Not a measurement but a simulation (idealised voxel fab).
Title: Process Module voxel gate over fins
The cross-section shown here is cut; it is 220 nm wide and divided into square cells measuring 5 nm on a side.
In what follows, cross-sections appear as grids of square cells, described through bands that run from the top down, where every band is one or more rows of cells.
It is stipulated that each band's entry specify, in nanometres, the height of the top of the band and then that of its bottom, followed by the materials of the band in left-to-right sequence, each together with its width in nanometres. A single material marked by the word "everywhere" is understood to fill the band from edge to edge; the word "empty" is understood to denote empty space.
Convention: height 0 is the level below which the wafer, as received, is all one material. The lowest band does not terminate at the bottom but continues downward, represented as "0 and below".
Width spec "30..40" -> top row of cells at first value, bottom row at second value, equal per-row change in between.
Where the words "no modifications" appear for a step, the cross-section shows no cell changed by that step; every cell remained as before.
"Catalogued sealed voids": empty spaces of 8 cells or more with no open way to the top, each given as width x height at distance, distance from the left edge, all in nm.
Step line, after settings: the simulator's comment on this step.
If you see "overlay nm" on a step's line and that step has a mask, it's telling you how far right of where it was planned the mask ended up; a negative number means it went left instead.

Below is the list of planned process steps
1) op RECEIVE | material Si
2) op CONFORMAL_DEP | material SiN | thk nm 5
3) op DIRECTIONAL_DEP | material aC | thk nm 10
4) op PATTERN | tone cover | mask id FINS | material resist | width nm 15 | pitch nm 40 | thk nm 25 | overlay nm 0
5) op DIRECTIONAL_ETCH | etch materials aC | depth nm 10
6) op STRIP | etch materials resist
7) op DIRECTIONAL_ETCH | etch materials SiN | depth nm 5
8) op DIRECTIONAL_ETCH | etch materials Si | depth nm 30
9) op STRIP | etch materials aC
10) op FILL_DEP | material SiO2 | thk nm 10
11) op CMP | height nm 5
12) op SELECTIVE_ETCH | etch materials SiO2 | depth nm 20
13) op STRIP | etch materials SiN
14) op CONFORMAL_DEP | material HfO2 | thk nm 5
15) op CONFORMAL_DEP | material TiN | thk nm 5
16) op FILL_DEP | material W | thk nm 15
17) op CMP | height nm 20
18) op CONFORMAL_DEP | material SiN | thk nm 5

Wafer cross-section on receipt, i.e. after step 1
> 0 and below | Si everywhere
> Catalogued sealed voids: none

Run as planned - first of the two wafers cross-sectioned at the end of the module
> 25 down to 20 | SiN everywhere
> 20 down to 10 | W everywhere
> 10 down to 5 | W (70) / TiN (35) / W (5) / TiN (35) / W (75)
> 5 down to 0 | W (70) / TiN (5) / HfO2 (25) / TiN (5) / W (5) / TiN (5) / HfO2 (25) / TiN (5) / W (75)
> 0 down to -5 | W (70) / TiN (5) / HfO2 (5) / Si (15) / HfO2 (5) / TiN (5) / W (5) / TiN (5) / HfO2 (5) / Si (15) / HfO2 (5) / TiN (5) / W (75)
> -5 down to -10 | TiN (75) / HfO2 (5) / Si (15) / HfO2 (5) / TiN (15) / HfO2 (5) / Si (15) / HfO2 (5) / TiN (80)
> -10 down to -15 | HfO2 (80) / Si (15) / HfO2 (25) / Si (15) / HfO2 (85)
> -15 down to -30 | SiO2 (80) / Si (15) / SiO2 (25) / Si (15) / SiO2 (85)
> -30 and below | Si everywhere
> Catalogued sealed voids: none

The second wafer, shown in cross-section after the module: started the same way as the first and given the same plan, yet one mistake crept into how it was run
> 25 down to 20 | SiN everywhere
> 20 down to 5 | W everywhere
> 5 down to 0 | W (70) / TiN (35) / W (5) / TiN (35) / W (75)
> 0 down to -5 | W (70) / TiN (5) / HfO2 (25) / TiN (5) / W (5) / TiN (5) / HfO2 (25) / TiN (5) / W (75)
> -5 down to -15 | W (70) / TiN (5) / HfO2 (5) / Si (15) / HfO2 (5) / TiN (5) / W (5) / TiN (5) / HfO2 (5) / Si (15) / HfO2 (5) / TiN (5) / W (75)
> -15 down to -20 | TiN (75) / HfO2 (5) / Si (15) / HfO2 (5) / TiN (15) / HfO2 (5) / Si (15) / HfO2 (5) / TiN (80)
> -20 down to -25 | HfO2 (80) / Si (15) / HfO2 (25) / Si (15) / HfO2 (85)
> -25 down to -30 | SiO2 (80) / Si (15) / SiO2 (25) / Si (15) / SiO2 (85)
> -30 and below | Si everywhere
> Catalogued sealed voids: none
Run error: the process deviated at step 11: the operation and settings actually run there were op CMP | height nm -5
End check, counted in cells, second wafer has more or fewer of these materials than the first: +4 HfO2 | -6 Si | -76 SiO2 | +4 TiN | +74 W
